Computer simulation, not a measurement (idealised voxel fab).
process module | voxel fin reveal
cross-section cut | 250 nm wide | cells 5 nm
A cross-section is a grid of square cells, given in bands from the top down. A band is one or more rows of cells.
Each band's line starts with the height of the band's top and of its bottom, in nm. Then come its materials from left to right, each with its width in nm. One material with "throughout" fills the band from edge to edge. "air" is empty space.
Height 0 is the level under which the wafer as received is all one material. The lowest band goes on downwards, as in "0 down".
A width such as "30 to 40" changes by the same amount from each row of cells to the next, from the band's top row to its bottom row.
"no change" after a step means that no cell of the cross-section changed.
closed voids: empty space of 8 cells or more with no open way to the top, each as width x height at its distance from the left edge, in nm
after a step's settings: what the simulator itself notes on the step
overlay nm, on a step with a mask: how far to the right of its planned place the mask lay; to the left if negative
plan
1 op RECEIVE | material Si
2 op CONFORMAL_DEP | material SiN | thk nm 5
3 op DIRECTIONAL_DEP | material aC | thk nm 15
4 op PATTERN | tone cover | mask id FINS | material resist | width nm 15 | pitch nm 35 | thk nm 35 | overlay nm 0
5 op DIRECTIONAL_ETCH | etch materials aC | depth nm 15
6 op STRIP | etch materials resist
7 op DIRECTIONAL_ETCH | etch materials SiN | depth nm 5
8 op DIRECTIONAL_ETCH | etch materials Si | depth nm 30
9 op STRIP | etch materials aC
10 op OXIDIZE | depth nm 5
11 op FILL_DEP | material SiO2 | thk nm 15
12 op CMP | height nm 5
13 op SELECTIVE_ETCH | etch materials SiO2 | depth nm 5
14 op STRIP | etch materials SiN
varied across the wafers: depth nm of step 13. The plan shows the first wafer's value. All wafers start alike
first wafer as received, after step 1
  0 down: Si throughout
  closed voids: none
each wafer at the end: cells of each material gained (+) or lost (-) since it was received, then its closed voids
depth nm 5 | -322 Si | +322 SiO2 | closed voids: none
depth nm 10 | -322 Si | +276 SiO2 | closed voids: none
depth nm 15 | -322 Si | +230 SiO2 | closed voids: none
depth nm 20 | -322 Si | +184 SiO2 | closed voids: none
depth nm 25 | -322 Si | +138 SiO2 | closed voids: none
depth nm 30 | -322 Si | +92 SiO2 | closed voids: none
